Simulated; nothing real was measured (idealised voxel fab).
This section sets out a process module, namely voxel tone inversion.
Xsec cut, 275 nm wide, square cell size 5 nm.
In what follows, cross-sections appear as grids of square cells, described through bands that run from the top down, where every band is one or more rows of cells.
Top height, bottom height, nm. Materials left to right, width each, nm. Single material + "throughout" = fills band edge to edge. "air" = empty.
Zero point of the height axis is 0; under it, received wafer = one material. Lowest band: continues down indefinitely, "0 down".
Width: "30->40" (first number = top row, second number = bottom row, same change from row to row of cells).
What does "all unchanged" mean for a step? It means no cell of the cross-section changed in that step.
In the "Internal closed voids" entry, you get each enclosed empty space of 8 cells or more, one with no open way to the top, written width x height at distance, distance from the left edge, in nm.
It should be noted that, on the line of a given step, the content following the step's settings is a remark produced by the simulator itself with respect to that step.
A step line may carry the setting "overlay nm", which, for steps involving a mask, states the distance by which the mask lay to the right of its intended position; negative values denote displacement to the left.
[The following list gives the planned process steps]
1 RECEIVE with material Si
2 CONFORMAL_DEP with material SiN, thk nm 10
3 DIRECTIONAL_DEP with material polySi, thk nm 20
4 PATTERN with tone cover, mask id POSTS, material resist, width nm 25, pitch nm 40, thk nm 30, overlay nm 0
5 DIRECTIONAL_ETCH with etch materials polySi, depth nm 20
6 STRIP with etch materials resist
7 FILL_DEP with material lowk, thk nm 5
8 CMP with height nm 30
9 STRIP with etch materials polySi
10 CONFORMAL_DEP with material TiN, thk nm 5
11 FILL_DEP with material Ru, thk nm 10
12 CMP with height nm 30
13 CONFORMAL_DEP with material SiN, thk nm 5
[As received (post step 1): cross-section]
* 0 down = Si throughout
* Internal closed voids: none
[Here's the wafer cut in cross-section after the module, started and planned just like above, except one thing was done wrong in the run]
* 35 to 30 = SiN throughout
* 30 to 15 = lowk 70 nm; TiN 5 nm; Ru 15 nm; TiN 5 nm; lowk 15 nm; TiN 5 nm; Ru 15 nm; TiN 5 nm; lowk 15 nm; TiN 5 nm; Ru 15 nm; TiN 5 nm; lowk 15 nm; TiN 5 nm; Ru 15 nm; TiN 5 nm; lowk 60 nm
* 15 to 10 = lowk 70 nm; TiN 25 nm; lowk 15 nm; TiN 25 nm; lowk 15 nm; TiN 25 nm; lowk 15 nm; TiN 25 nm; lowk 60 nm
* 10 to 0 = SiN throughout
* 0 down = Si throughout
* Internal closed voids: none
The plan and the run diverged here: in deviation from the planned setting, step 4 was conducted as PATTERN with tone cover, mask id POSTS, material resist, width nm 25, pitch nm 40, thk nm 30, overlay nm 5
